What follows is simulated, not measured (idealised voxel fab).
process module | voxel transistor to metal
Section cut is 290 nm wide and gridded with 5 nm square cells.
How to read a cross-section here: the picture is a grid of square cells, written as bands going from the top down, and any band can span one or more rows of cells.
First you get the band's top height and its bottom height, in nm, and then the materials it's made of, left to right, with each width in nm. If you see a single material with "all across", that one covers the band edge to edge. "blank" is empty space.
Heights are reckoned from 0. Under this level, the received wafer is all of one material. The bottommost band is open-ended downward, for example "0 down".
Width spec "30->40" -> top row of cells at first value, bottom row at second value, equal per-row change in between.
"same as before" (step): cross-section cells unchanged, all of them.
Any empty space of 8 cells or more lacking an open way to the top shows up in "Enclosed internal voids" as width x height at distance, distance from the left edge, in nm.
Formally, on a step line, whatever follows the settings is a remark that the simulator itself makes on the step.
The line of a step may include "overlay nm". On a step with a mask, this value is how far to the right of its planned place the mask lay. A negative value means the mask lay to the left.
Reading key. Pairs: pre-step and post-step cross-section, one process step apart; post-step view only to lowest changed band. Step between + settings: beneath pair. Runs: pairs may be from different runs of this module, same starting wafer. Continuation from pair above: only where "Pre-processing view" entry says.

## Pre-processing view
> 0 down = Si all across
> Enclosed internal voids: none

## Sectional Result
> 0 to -5 = SiO2 all across
> Below a height of -5, the structure has not been altered.
> Enclosed internal voids: none
What was done to get from the before section above to the after section? OXIDIZE | depth nm 5

Pre-processing view: after-step cross-section of the pair just above applies.

## Sectional Result
> 10 to 0 = SiN all across
> Below a height of 0, the structure has not been altered.
> Enclosed internal voids: none
What was done to get from the before section above to the after section? CONFORMAL_DEP | material SiN | thk nm 10

Pre-processing view: after-step cross-section of the pair just above applies.

## Sectional Result
> 25 to 10 = blank: 15, then resist: 115, then blank: 25, then resist: 115, then blank: 20
> Below a height of 10, the structure has not been altered.
> Enclosed internal voids: none
What was done to get from the before section above to the after section? PATTERN | tone cover | mask id ACTIVE | material resist | width nm 115 | pitch nm 140 | thk nm 15 | overlay nm 0

Pre-processing view: after-step cross-section of the pair just above applies.

## Sectional Result
> 25 to 10 = blank: 15, then resist: 115, then blank: 25, then resist: 115, then blank: 20
> 10 to 0 = blank: 15, then SiN: 115, then blank: 25, then SiN: 115, then blank: 20
> Below a height of 0, the structure has not been altered.
> Enclosed internal voids: none
What was done to get from the before section above to the after section? DIRECTIONAL_ETCH | etch materials SiN | depth nm 10

Pre-processing view: after-step cross-section of the pair just above applies.

## Sectional Result
> 25 to 10 = blank: 15, then resist: 115, then blank: 25, then resist: 115, then blank: 20
> 10 to 0 = blank: 15, then SiN: 115, then blank: 25, then SiN: 115, then blank: 20
> 0 to -5 = blank: 15, then SiO2: 115, then blank: 25, then SiO2: 115, then blank: 20
> Below a height of -5, the structure has not been altered.
> Enclosed internal voids: none
What was done to get from the before section above to the after section? DIRECTIONAL_ETCH | etch materials SiO2 | depth nm 5

Pre-processing view: after-step cross-section of the pair just above applies.

## Sectional Result
> 25 to 10 = blank: 15, then resist: 115, then blank: 25, then resist: 115, then blank: 20
> 10 to 0 = blank: 15, then SiN: 115, then blank: 25, then SiN: 115, then blank: 20
> 0 to -5 = blank: 15, then SiO2: 115, then blank: 25, then SiO2: 115, then blank: 20
> -5 to -40 = blank: 15, then Si: 115, then blank: 25, then Si: 115, then blank: 20
> Below a height of -40, the structure has not been altered.
> Enclosed internal voids: none
What was done to get from the before section above to the after section? DIRECTIONAL_ETCH | etch materials Si | depth nm 35

Pre-processing view: after-step cross-section of the pair just above applies.

## Sectional Result
> 10 to 0 = blank: 15, then SiN: 115, then blank: 25, then SiN: 115, then blank: 20
> Below a height of 0, the structure has not been altered.
> Enclosed internal voids: none
What was done to get from the before section above to the after section? STRIP | etch materials resist

Pre-processing view: after-step cross-section of the pair just above applies.

## Sectional Result
> 20 to 10 = SiO2 all across
> 10 to 0 = SiO2: 15, then SiN: 115, then SiO2: 25, then SiN: 115, then SiO2: 20
> 0 to -5 = SiO2 all across
> -5 to -40 = SiO2: 15, then Si: 115, then SiO2: 25, then Si: 115, then SiO2: 20
> Below a height of -40, the structure has not been altered.
> Enclosed internal voids: none
What was done to get from the before section above to the after section? FILL_DEP | material SiO2 | thk nm 10

Pre-processing view: after-step cross-section of the pair just above applies.

## Sectional Result
> 10 to 0 = SiO2: 15, then SiN: 115, then SiO2: 25, then SiN: 115, then SiO2: 20
> Below a height of 0, the structure has not been altered.
> Enclosed internal voids: none
What was done to get from the before section above to the after section? CMP | height nm 10

Pre-processing view: after-step cross-section of the pair just above applies.

## Sectional Result
> 10 to 0 = blank: 15, then SiN: 115, then blank: 25, then SiN: 115, then blank: 20
> Below a height of 0, the structure has not been altered.
> Enclosed internal voids: none
What was done to get from the before section above to the after section? SELECTIVE_ETCH | etch materials SiO2 | depth nm 10

Pre-processing view: after-step cross-section of the pair just above applies.

## Sectional Result
> 0 to -5 = SiO2 all across
> Below a height of -5, the structure has not been altered.
> Enclosed internal voids: none
What was done to get from the before section above to the after section? STRIP | etch materials SiN

Pre-processing view: after-step cross-section of the pair just above applies.

## Sectional Result
> -5 to -40 = SiO2: 15, then Si: 115, then SiO2: 25, then Si: 115, then SiO2: 20
> Below a height of -40, the structure has not been altered.
> Enclosed internal voids: none
What was done to get from the before section above to the after section? SELECTIVE_ETCH | etch materials SiO2 | depth nm 5

Pre-processing view: after-step cross-section of the pair just above applies.

## Sectional Result
> -5 to -10 = SiO2 all across
> Below a height of -10, the structure has not been altered.
> Enclosed internal voids: none
What was done to get from the before section above to the after section? OXIDIZE | depth nm 5

Pre-processing view: after-step cross-section of the pair just above applies.

## Sectional Result
> 15 to -5 = polySi all across
> Below a height of -5, the structure has not been altered.
> Enclosed internal voids: none
What was done to get from the before section above to the after section? DIRECTIONAL_DEP | material polySi | thk nm 20

Pre-processing view: after-step cross-section of the pair just above applies.

## Sectional Result
> 30 to 15 = SiCN all across
> Below a height of 15, the structure has not been altered.
> Enclosed internal voids: none
What was done to get from the before section above to the after section? DIRECTIONAL_DEP | material SiCN | thk nm 15

Pre-processing view: after-step cross-section of the pair just above applies.

## Sectional Result
> 45 to 30 = blank: 60, then resist: 25, then blank: 115, then resist: 25, then blank: 65
> Below a height of 30, the structure has not been altered.
> Enclosed internal voids: none
What was done to get from the before section above to the after section? PATTERN | tone cover | mask id GATE | material resist | width nm 25 | pitch nm 140 | thk nm 15 | overlay nm 0

Pre-processing view: after-step cross-section of the pair just above applies.

## Sectional Result
> 45 to 30 = blank: 60, then resist: 25, then blank: 115, then resist: 25, then blank: 65
> 30 to 15 = blank: 60, then SiCN: 25, then blank: 115, then SiCN: 25, then blank: 65
> Below a height of 15, the structure has not been altered.
> Enclosed internal voids: none
What was done to get from the before section above to the after section? DIRECTIONAL_ETCH | etch materials SiCN | depth nm 25

Pre-processing view: after-step cross-section of the pair just above applies.

## Sectional Result
> 45 to 30 = blank: 60, then resist: 25, then blank: 115, then resist: 25, then blank: 65
> 30 to 15 = blank: 60, then SiCN: 25, then blank: 115, then SiCN: 25, then blank: 65
> 15 to -5 = blank: 60, then polySi: 25, then blank: 115, then polySi: 25, then blank: 65
> Below a height of -5, the structure has not been altered.
> Enclosed internal voids: none
What was done to get from the before section above to the after section? DIRECTIONAL_ETCH | etch materials polySi | depth nm 30

Pre-processing view: after-step cross-section of the pair just above applies.

## Sectional Result
> 30 to 15 = blank: 60, then SiCN: 25, then blank: 115, then SiCN: 25, then blank: 65
> Below a height of 15, the structure has not been altered.
> Enclosed internal voids: none
What was done to get from the before section above to the after section? STRIP | etch materials resist

Pre-processing view: after-step cross-section of the pair just above applies.

## Sectional Result
> 35 to 30 = blank: 55, then SiN: 35, then blank: 105, then SiN: 35, then blank: 60
> 30 to 15 = blank: 55, then SiN: 5, then SiCN: 25, then SiN: 5, then blank: 105, then SiN: 5, then SiCN: 25, then SiN: 5, then blank: 60
> 15 to 0 = blank: 55, then SiN: 5, then polySi: 25, then SiN: 5, then blank: 105, then SiN: 5, then polySi: 25, then SiN: 5, then blank: 60
> 0 to -5 = SiN: 60, then polySi: 25, then SiN: 115, then polySi: 25, then SiN: 65
> Below a height of -5, the structure has not been altered.
> Enclosed internal voids: none
What was done to get from the before section above to the after section? CONFORMAL_DEP | material SiN | thk nm 5

Pre-processing view: after-step cross-section of the pair just above applies.

## Sectional Result
> 30 to 15 = blank: 55, then SiN: 5, then SiCN: 25, then SiN: 5, then blank: 105, then SiN: 5, then SiCN: 25, then SiN: 5, then blank: 60
> 15 to -5 = blank: 55, then SiN: 5, then polySi: 25, then SiN: 5, then blank: 105, then SiN: 5, then polySi: 25, then SiN: 5, then blank: 60
> Below a height of -5, the structure has not been altered.
> Enclosed internal voids: none
What was done to get from the before section above to the after section? DIRECTIONAL_ETCH | etch materials SiN | depth nm 5

Pre-processing view: after-step cross-section of the pair just above applies.

## Sectional Result
> 30 to 15 = blank: 55, then SiN: 5, then SiCN: 25, then SiN: 5, then blank: 105, then SiN: 5, then SiCN: 25, then SiN: 5, then blank: 60
> 15 to -5 = blank: 55, then SiN: 5, then polySi: 25, then SiN: 5, then blank: 105, then SiN: 5, then polySi: 25, then SiN: 5, then blank: 60
> -5 to -10 = blank: 55, then SiO2: 35, then blank: 105, then SiO2: 35, then blank: 60
> Below a height of -10, the structure has not been altered.
> Enclosed internal voids: none
What was done to get from the before section above to the after section? DIRECTIONAL_ETCH | etch materials SiO2 | depth nm 5

Pre-processing view: after-step cross-section of the pair just above applies.

## Sectional Result
> 30 to 15 = blank: 55, then SiN: 5, then SiCN: 25, then SiN: 5, then blank: 105, then SiN: 5, then SiCN: 25, then SiN: 5, then blank: 60
> 15 to -5 = blank: 55, then SiN: 5, then polySi: 25, then SiN: 5, then blank: 105, then SiN: 5, then polySi: 25, then SiN: 5, then blank: 60
> -5 to -10 = blank: 55, then SiO2: 35, then blank: 105, then SiO2: 35, then blank: 60
> -10 to -25 = SiO2: 15, then blank: 40, then Si: 35, then blank: 40, then SiO2: 25, then blank: 40, then Si: 35, then blank: 40, then SiO2: 20
> Below a height of -25, the structure has not been altered.
> Enclosed internal voids: none
What was done to get from the before section above to the after section? DIRECTIONAL_ETCH | etch materials Si | depth nm 15

Pre-processing view: after-step cross-section of the pair just above applies.

## Sectional Result
> 30 to 15 = blank: 55, then SiN: 5, then SiCN: 25, then SiN: 5, then blank: 105, then SiN: 5, then SiCN: 25, then SiN: 5, then blank: 60
> 15 to 10 = blank: 55, then SiN: 5, then polySi: 25, then SiN: 5, then blank: 105, then SiN: 5, then polySi: 25, then SiN: 5, then blank: 60
> 10 to -5 = blank: 35, then nSi: 20, then SiN: 5, then polySi: 25, then SiN: 5, then nSi: 20, then blank: 65, then nSi: 20, then SiN: 5, then polySi: 25, then SiN: 5, then nSi: 20, then blank: 40
> -5 to -10 = blank: 10, then nSi: 45, then SiO2: 35, then nSi: 45, then blank: 15, then nSi: 45, then SiO2: 35, then nSi: 45, then blank: 15
> -10 to -25 = SiO2: 15, then nSi: 40, then Si: 35, then nSi: 40, then SiO2: 25, then nSi: 40, then Si: 35, then nSi: 40, then SiO2: 20
> Below a height of -25, the structure has not been altered.
> Enclosed internal voids: none
What was done to get from the before section above to the after section? EPI | material nSi | thk nm 20

Pre-processing view: after-step cross-section of the pair just above applies.

## Sectional Result
> 40 to 30 = SiO2 all across
> 30 to 15 = SiO2: 55, then SiN: 5, then SiCN: 25, then SiN: 5, then SiO2: 105, then SiN: 5, then SiCN: 25, then SiN: 5, then SiO2: 60
> 15 to 10 = SiO2: 55, then SiN: 5, then polySi: 25, then SiN: 5, then SiO2: 105, then SiN: 5, then polySi: 25, then SiN: 5, then SiO2: 60
> 10 to -5 = SiO2: 35, then nSi: 20, then SiN: 5, then polySi: 25, then SiN: 5, then nSi: 20, then SiO2: 65, then nSi: 20, then SiN: 5, then polySi: 25, then SiN: 5, then nSi: 20, then SiO2: 40
> -5 to -10 = SiO2: 10, then nSi: 45, then SiO2: 35, then nSi: 45, then SiO2: 15, then nSi: 45, then SiO2: 35, then nSi: 45, then SiO2: 15
> Below a height of -10, the structure has not been altered.
> Enclosed internal voids: none
What was done to get from the before section above to the after section? FILL_DEP | material SiO2 | thk nm 10

Pre-processing view: after-step cross-section of the pair just above applies.

## Sectional Result
> 15 to 10 = SiO2: 55, then SiN: 5, then polySi: 25, then SiN: 5, then SiO2: 105, then SiN: 5, then polySi: 25, then SiN: 5, then SiO2: 60
> Below a height of 10, the structure has not been altered.
> Enclosed internal voids: none
What was done to get from the before section above to the after section? CMP | height nm 15

Pre-processing view: after-step cross-section of the pair just above applies.

## Sectional Result
> 15 to 10 = SiO2: 55, then SiN: 5, then blank: 25, then SiN: 5, then SiO2: 105, then SiN: 5, then blank: 25, then SiN: 5, then SiO2: 60
> 10 to -5 = SiO2: 35, then nSi: 20, then SiN: 5, then blank: 25, then SiN: 5, then nSi: 20, then SiO2: 65, then nSi: 20, then SiN: 5, then blank: 25, then SiN: 5, then nSi: 20, then SiO2: 40
> Below a height of -5, the structure has not been altered.
> Enclosed internal voids: none
What was done to get from the before section above to the after section? STRIP | etch materials polySi

Pre-processing view: after-step cross-section of the pair just above applies.

## Sectional Result
> 15 to 10 = blank: 55, then SiN: 5, then blank: 25, then SiN: 5, then blank: 105, then SiN: 5, then blank: 25, then SiN: 5, then blank: 60
> 10 to -5 = SiO2: 35, then nSi: 20, then SiN: 5, then blank: 25, then SiN: 5, then nSi: 20, then SiO2: 65, then nSi: 20, then SiN: 5, then blank: 25, then SiN: 5, then nSi: 20, then SiO2: 40
> -5 to -10 = SiO2: 10, then nSi: 45, then blank: 35, then nSi: 45, then SiO2: 15, then nSi: 45, then blank: 35, then nSi: 45, then SiO2: 15
> Below a height of -10, the structure has not been altered.
> Enclosed internal voids: none
What was done to get from the before section above to the after section? SELECTIVE_ETCH | etch materials SiO2 | depth nm 5

Pre-processing view: after-step cross-section of the pair just above applies.

## Sectional Result
> 20 to 15 = blank: 50, then HfO2: 15, then blank: 15, then HfO2: 15, then blank: 95, then HfO2: 15, then blank: 15, then HfO2: 15, then blank: 55
> 15 to 10 = HfO2: 55, then SiN: 5, then HfO2: 5, then blank: 15, then HfO2: 5, then SiN: 5, then HfO2: 105, then SiN: 5, then HfO2: 5, then blank: 15, then HfO2: 5, then SiN: 5, then HfO2: 60
> 10 to -5 = SiO2: 35, then nSi: 20, then SiN: 5, then HfO2: 5, then blank: 15, then HfO2: 5, then SiN: 5, then nSi: 20, then SiO2: 65, then nSi: 20, then SiN: 5, then HfO2: 5, then blank: 15, then HfO2: 5, then SiN: 5, then nSi: 20, then SiO2: 40
> -5 to -10 = SiO2: 10, then nSi: 45, then HfO2: 35, then nSi: 45, then SiO2: 15, then nSi: 45, then HfO2: 35, then nSi: 45, then SiO2: 15
> Below a height of -10, the structure has not been altered.
> Enclosed internal voids: none
What was done to get from the before section above to the after section? CONFORMAL_DEP | material HfO2 | thk nm 5

Pre-processing view: after-step cross-section of the pair just above applies.

## Sectional Result
> 25 to 20 = blank: 45, then TiN: 25, then blank: 5, then TiN: 25, then blank: 85, then TiN: 25, then blank: 5, then TiN: 25, then blank: 50
> 20 to 15 = TiN: 50, then HfO2: 15, then TiN: 5, then blank: 5, then TiN: 5, then HfO2: 15, then TiN: 95, then HfO2: 15, then TiN: 5, then blank: 5, then TiN: 5, then HfO2: 15, then TiN: 55
> 15 to 10 = HfO2: 55, then SiN: 5, then HfO2: 5, then TiN: 5, then blank: 5, then TiN: 5, then HfO2: 5, then SiN: 5, then HfO2: 105, then SiN: 5, then HfO2: 5, then TiN: 5, then blank: 5, then TiN: 5, then HfO2: 5, then SiN: 5, then HfO2: 60
> 10 to 0 = SiO2: 35, then nSi: 20, then SiN: 5, then HfO2: 5, then TiN: 5, then blank: 5, then TiN: 5, then HfO2: 5, then SiN: 5, then nSi: 20, then SiO2: 65, then nSi: 20, then SiN: 5, then HfO2: 5, then TiN: 5, then blank: 5, then TiN: 5, then HfO2: 5, then SiN: 5, then nSi: 20, then SiO2: 40
> 0 to -5 = SiO2: 35, then nSi: 20, then SiN: 5, then HfO2: 5, then TiN: 15, then HfO2: 5, then SiN: 5, then nSi: 20, then SiO2: 65, then nSi: 20, then SiN: 5, then HfO2: 5, then TiN: 15, then HfO2: 5, then SiN: 5, then nSi: 20, then SiO2: 40
> Below a height of -5, the structure has not been altered.
> Enclosed internal voids: none
What was done to get from the before section above to the after section? CONFORMAL_DEP | material TiN | thk nm 5

Pre-processing view: after-step cross-section of the pair just above applies.

## Sectional Result
> 35 to 25 = W all across
> 25 to 20 = W: 45, then TiN: 25, then W: 5, then TiN: 25, then W: 85, then TiN: 25, then W: 5, then TiN: 25, then W: 50
> 20 to 15 = TiN: 50, then HfO2: 15, then TiN: 5, then W: 5, then TiN: 5, then HfO2: 15, then TiN: 95, then HfO2: 15, then TiN: 5, then W: 5, then TiN: 5, then HfO2: 15, then TiN: 55
> 15 to 10 = HfO2: 55, then SiN: 5, then HfO2: 5, then TiN: 5, then W: 5, then TiN: 5, then HfO2: 5, then SiN: 5, then HfO2: 105, then SiN: 5, then HfO2: 5, then TiN: 5, then W: 5, then TiN: 5, then HfO2: 5, then SiN: 5, then HfO2: 60
> 10 to 0 = SiO2: 35, then nSi: 20, then SiN: 5, then HfO2: 5, then TiN: 5, then W: 5, then TiN: 5, then HfO2: 5, then SiN: 5, then nSi: 20, then SiO2: 65, then nSi: 20, then SiN: 5, then HfO2: 5, then TiN: 5, then W: 5, then TiN: 5, then HfO2: 5, then SiN: 5, then nSi: 20, then SiO2: 40
> Below a height of 0, the structure has not been altered.
> Enclosed internal voids: none
What was done to get from the before section above to the after section? FILL_DEP | material W | thk nm 10

Pre-processing view: after-step cross-section of the pair just above applies.

## Sectional Result
> 10 to 0 = SiO2: 35, then nSi: 20, then SiN: 5, then HfO2: 5, then TiN: 5, then W: 5, then TiN: 5, then HfO2: 5, then SiN: 5, then nSi: 20, then SiO2: 65, then nSi: 20, then SiN: 5, then HfO2: 5, then TiN: 5, then W: 5, then TiN: 5, then HfO2: 5, then SiN: 5, then nSi: 20, then SiO2: 40
> Below a height of 0, the structure has not been altered.
> Enclosed internal voids: none
What was done to get from the before section above to the after section? CMP | height nm 10

Pre-processing view: after-step cross-section of the pair just above applies.

## Sectional Result
> 25 to 10 = SiO2 all across
> Below a height of 10, the structure has not been altered.
> Enclosed internal voids: none
What was done to get from the before section above to the after section? DIRECTIONAL_DEP | material SiO2 | thk nm 15

Pre-processing view: after-step cross-section of the pair just above applies.

## Sectional Result
> 25 to 10 = SiO2: 25, then blank: 15, then SiO2: 65, then blank: 15, then SiO2: 45, then blank: 15, then SiO2: 65, then blank: 15, then SiO2: 30
> 10 to 0 = SiO2: 25, then blank: 10, then nSi: 20, then SiN: 5, then HfO2: 5, then TiN: 5, then W: 5, then TiN: 5, then HfO2: 5, then SiN: 5, then nSi: 20, then blank: 10, then SiO2: 45, then blank: 10, then nSi: 20, then SiN: 5, then HfO2: 5, then TiN: 5, then W: 5, then TiN: 5, then HfO2: 5, then SiN: 5, then nSi: 20, then blank: 10, then SiO2: 30
> 0 to -5 = SiO2: 25, then blank: 10, then nSi: 20, then SiN: 5, then HfO2: 5, then TiN: 15, then HfO2: 5, then SiN: 5, then nSi: 20, then blank: 10, then SiO2: 45, then blank: 10, then nSi: 20, then SiN: 5, then HfO2: 5, then TiN: 15, then HfO2: 5, then SiN: 5, then nSi: 20, then blank: 10, then SiO2: 30
> Below a height of -5, the structure has not been altered.
> Enclosed internal voids: none
What was done to get from the before section above to the after section? MASKED_ETCH | tone open | mask id CONTACT | width nm 15 | etch materials SiO2 | depth nm 30 | overlay nm 0

Pre-processing view: after-step cross-section of the pair just above applies.

## Sectional Result
> 30 to 25 = TiN: 30, then blank: 5, then TiN: 75, then blank: 5, then TiN: 55, then blank: 5, then TiN: 75, then blank: 5, then TiN: 35
> 25 to 15 = SiO2: 25, then TiN: 5, then blank: 5, then TiN: 5, then SiO2: 65, then TiN: 5, then blank: 5, then TiN: 5, then SiO2: 45, then TiN: 5, then blank: 5, then TiN: 5, then SiO2: 65, then TiN: 5, then blank: 5, then TiN: 5, then SiO2: 30
> 15 to 10 = SiO2: 25, then TiN: 15, then SiO2: 65, then TiN: 15, then SiO2: 45, then TiN: 15, then SiO2: 65, then TiN: 15, then SiO2: 30
> 10 to 0 = SiO2: 25, then TiN: 10, then nSi: 20, then SiN: 5, then HfO2: 5, then TiN: 5, then W: 5, then TiN: 5, then HfO2: 5, then SiN: 5, then nSi: 20, then TiN: 10, then SiO2: 45, then TiN: 10, then nSi: 20, then SiN: 5, then HfO2: 5, then TiN: 5, then W: 5, then TiN: 5, then HfO2: 5, then SiN: 5, then nSi: 20, then TiN: 10, then SiO2: 30
> 0 to -5 = SiO2: 25, then TiN: 10, then nSi: 20, then SiN: 5, then HfO2: 5, then TiN: 15, then HfO2: 5, then SiN: 5, then nSi: 20, then TiN: 10, then SiO2: 45, then TiN: 10, then nSi: 20, then SiN: 5, then HfO2: 5, then TiN: 15, then HfO2: 5, then SiN: 5, then nSi: 20, then TiN: 10, then SiO2: 30
> Below a height of -5, the structure has not been altered.
> Enclosed internal voids: none
What was done to get from the before section above to the after section? CONFORMAL_DEP | material TiN | thk nm 5

Pre-processing view: after-step cross-section of the pair just above applies.

## Sectional Result
> 35 to 30 = Ru all across
> 30 to 25 = TiN: 30, then Ru: 5, then TiN: 75, then Ru: 5, then TiN: 55, then Ru: 5, then TiN: 75, then Ru: 5, then TiN: 35
> 25 to 15 = SiO2: 25, then TiN: 5, then Ru: 5, then TiN: 5, then SiO2: 65, then TiN: 5, then Ru: 5, then TiN: 5, then SiO2: 45, then TiN: 5, then Ru: 5, then TiN: 5, then SiO2: 65, then TiN: 5, then Ru: 5, then TiN: 5, then SiO2: 30
> Below a height of 15, the structure has not been altered.
> Enclosed internal voids: none
What was done to get from the before section above to the after section? FILL_DEP | material Ru | thk nm 5

Pre-processing view: after-step cross-section of the pair just above applies.

## Sectional Result
> 25 to 15 = SiO2: 25, then TiN: 5, then Ru: 5, then TiN: 5, then SiO2: 65, then TiN: 5, then Ru: 5, then TiN: 5, then SiO2: 45, then TiN: 5, then Ru: 5, then TiN: 5, then SiO2: 65, then TiN: 5, then Ru: 5, then TiN: 5, then SiO2: 30
> Below a height of 15, the structure has not been altered.
> Enclosed internal voids: none
What was done to get from the before section above to the after section? CMP | height nm 25

Pre-processing view: after-step cross-section of the pair just above applies.

## Sectional Result
> 30 to 25 = SiN all across
> Below a height of 25, the structure has not been altered.
> Enclosed internal voids: none
What was done to get from the before section above to the after section? CONFORMAL_DEP | material SiN | thk nm 5

Pre-processing view: after-step cross-section of the pair just above applies.

## Sectional Result
> 50 to 30 = SiO2 all across
> Below a height of 30, the structure has not been altered.
> Enclosed internal voids: none
What was done to get from the before section above to the after section? DIRECTIONAL_DEP | material SiO2 | thk nm 20

Pre-processing view: after-step cross-section of the pair just above applies.

## Sectional Result
> 60 to 50 = aC all across
> Below a height of 50, the structure has not been altered.
> Enclosed internal voids: none
What was done to get from the before section above to the after section? DIRECTIONAL_DEP | material aC | thk nm 10

Pre-processing view: after-step cross-section of the pair just above applies.

## Sectional Result
> 90 to 60 = resist: 25, then blank: 15, then resist: 65, then blank: 15, then resist: 45, then blank: 15, then resist: 65, then blank: 15, then resist: 30
> Below a height of 60, the structure has not been altered.
> Enclosed internal voids: none
What was done to get from the before section above to the after section? PATTERN | tone open | mask id METAL_1 | material resist | width nm 15 | thk nm 30 | overlay nm 0

Pre-processing view: after-step cross-section of the pair just above applies.

## Sectional Result
> 80 to 60 = resist: 25, then blank: 15, then resist: 65, then blank: 15, then resist: 45, then blank: 15, then resist: 65, then blank: 15, then resist: 30
> 60 to 50 = aC: 25, then blank: 15, then aC: 65, then blank: 15, then aC: 45, then blank: 15, then aC: 65, then blank: 15, then aC: 30
> Below a height of 50, the structure has not been altered.
> Enclosed internal voids: none
What was done to get from the before section above to the after section? DIRECTIONAL_ETCH | etch materials aC | depth nm 10

Pre-processing view: after-step cross-section of the pair just above applies.

## Sectional Result
> 60 to 50 = aC: 25, then blank: 15, then aC: 65, then blank: 15, then aC: 45, then blank: 15, then aC: 65, then blank: 15, then aC: 30
> Below a height of 50, the structure has not been altered.
> Enclosed internal voids: none
What was done to get from the before section above to the after section? STRIP | etch materials resist

Pre-processing view: after-step cross-section of the pair just above applies.

## Sectional Result
> 60 to 50 = aC: 25, then blank: 15, then aC: 65, then blank: 15, then aC: 45, then blank: 15, then aC: 65, then blank: 15, then aC: 30
> 50 to 30 = SiO2: 25, then blank: 15, then SiO2: 65, then blank: 15, then SiO2: 45, then blank: 15, then SiO2: 65, then blank: 15, then SiO2: 30
> Below a height of 30, the structure has not been altered.
> Enclosed internal voids: none
What was done to get from the before section above to the after section? DIRECTIONAL_ETCH | etch materials SiO2 | depth nm 20

Pre-processing view: after-step cross-section of the pair just above applies.

## Sectional Result
> 60 to 50 = aC: 25, then blank: 15, then aC: 65, then blank: 15, then aC: 45, then blank: 15, then aC: 65, then blank: 15, then aC: 30
> 50 to 30 = SiO2: 25, then blank: 15, then SiO2: 65, then blank: 15, then SiO2: 45, then blank: 15, then SiO2: 65, then blank: 15, then SiO2: 30
> 30 to 25 = SiN: 25, then blank: 15, then SiN: 65, then blank: 15, then SiN: 45, then blank: 15, then SiN: 65, then blank: 15, then SiN: 30
> Below a height of 25, the structure has not been altered.
> Enclosed internal voids: none
What was done to get from the before section above to the after section? DIRECTIONAL_ETCH | etch materials SiN | depth nm 5

Pre-processing view: after-step cross-section of the pair just above applies.

## Sectional Result
> 50 to 30 = SiO2: 25, then blank: 15, then SiO2: 65, then blank: 15, then SiO2: 45, then blank: 15, then SiO2: 65, then blank: 15, then SiO2: 30
> Below a height of 30, the structure has not been altered.
> Enclosed internal voids: none
What was done to get from the before section above to the after section? STRIP | etch materials aC

Pre-processing view: after-step cross-section of the pair just above applies.

## Sectional Result
> 55 to 50 = TiN: 30, then blank: 5, then TiN: 75, then blank: 5, then TiN: 55, then blank: 5, then TiN: 75, then blank: 5, then TiN: 35
> 50 to 30 = SiO2: 25, then TiN: 5, then blank: 5, then TiN: 5, then SiO2: 65, then TiN: 5, then blank: 5, then TiN: 5, then SiO2: 45, then TiN: 5, then blank: 5, then TiN: 5, then SiO2: 65, then TiN: 5, then blank: 5, then TiN: 5, then SiO2: 30
> 30 to 25 = SiN: 25, then TiN: 15, then SiN: 65, then TiN: 15, then SiN: 45, then TiN: 15, then SiN: 65, then TiN: 15, then SiN: 30
> Below a height of 25, the structure has not been altered.
> Enclosed internal voids: none
What was done to get from the before section above to the after section? CONFORMAL_DEP | material TiN | thk nm 5

Pre-processing view: after-step cross-section of the pair just above applies.

## Sectional Result
> 60 to 55 = Cu all across
> 55 to 50 = TiN: 30, then Cu: 5, then TiN: 75, then Cu: 5, then TiN: 55, then Cu: 5, then TiN: 75, then Cu: 5, then TiN: 35
> 50 to 30 = SiO2: 25, then TiN: 5, then Cu: 5, then TiN: 5, then SiO2: 65, then TiN: 5, then Cu: 5, then TiN: 5, then SiO2: 45, then TiN: 5, then Cu: 5, then TiN: 5, then SiO2: 65, then TiN: 5, then Cu: 5, then TiN: 5, then SiO2: 30
> Below a height of 30, the structure has not been altered.
> Enclosed internal voids: none
What was done to get from the before section above to the after section? FILL_DEP | material Cu | thk nm 5

Pre-processing view: after-step cross-section of the pair just above applies.

## Sectional Result
> 50 to 30 = SiO2: 25, then TiN: 5, then Cu: 5, then TiN: 5, then SiO2: 65, then TiN: 5, then Cu: 5, then TiN: 5, then SiO2: 45, then TiN: 5, then Cu: 5, then TiN: 5, then SiO2: 65, then TiN: 5, then Cu: 5, then TiN: 5, then SiO2: 30
> Below a height of 30, the structure has not been altered.
> Enclosed internal voids: none
What was done to get from the before section above to the after section? CMP | height nm 50

Pre-processing view: after-step cross-section of the pair just above applies.

## Sectional Result
> 55 to 50 = blank: 20, then Ru: 25, then blank: 55, then Ru: 25, then blank: 35, then Ru: 25, then blank: 55, then Ru: 25, then blank: 25
> Below a height of 50, the structure has not been altered.
> Enclosed internal voids: none
What was done to get from the before section above to the after section? EPI | material Ru | thk nm 5

Pre-processing view: after-step cross-section of the pair just above applies.

## Sectional Result
> 60 to 55 = SiCN all across
> 55 to 50 = SiCN: 20, then Ru: 25, then SiCN: 55, then Ru: 25, then SiCN: 35, then Ru: 25, then SiCN: 55, then Ru: 25, then SiCN: 25
> Below a height of 50, the structure has not been altered.
> Enclosed internal voids: none
What was done to get from the before section above to the after section? FILL_DEP | material SiCN | thk nm 5

## Pre-processing view
> -5 to -10 = SiO2 all across
> -10 to -40 = SiO2: 15, then Si: 115, then SiO2: 25, then Si: 115, then SiO2: 20
> -40 down = Si all across
> Enclosed internal voids: none

## Sectional Result
> 10 to -5 = SiCN all across
> Below a height of -5, the structure has not been altered.
> Enclosed internal voids: none
What was done to get from the before section above to the after section? DIRECTIONAL_DEP | material SiCN | thk nm 15

Pre-processing view: after-step cross-section of the pair just above applies.

## Sectional Result
> 25 to 10 = blank: 60, then resist: 25, then blank: 115, then resist: 25, then blank: 65
> Below a height of 10, the structure has not been altered.
> Enclosed internal voids: none
What was done to get from the before section above to the after section? PATTERN | tone cover | mask id GATE | material resist | width nm 25 | pitch nm 140 | thk nm 15 | overlay nm 0

Pre-processing view: after-step cross-section of the pair just above applies.

## Sectional Result
> 25 to 10 = blank: 60, then resist: 25, then blank: 115, then resist: 25, then blank: 65
> 10 to -5 = blank: 60, then SiCN: 25, then blank: 115, then SiCN: 25, then blank: 65
> Below a height of -5, the structure has not been altered.
> Enclosed internal voids: none
What was done to get from the before section above to the after section? DIRECTIONAL_ETCH | etch materials SiCN | depth nm 25

Pre-processing view: after-step cross-section of the pair just above applies.

## Sectional Result
> 10 to -5 = blank: 60, then SiCN: 25, then blank: 115, then SiCN: 25, then blank: 65
> Below a height of -5, the structure has not been altered.
> Enclosed internal voids: none
What was done to get from the before section above to the after section? STRIP | etch materials resist
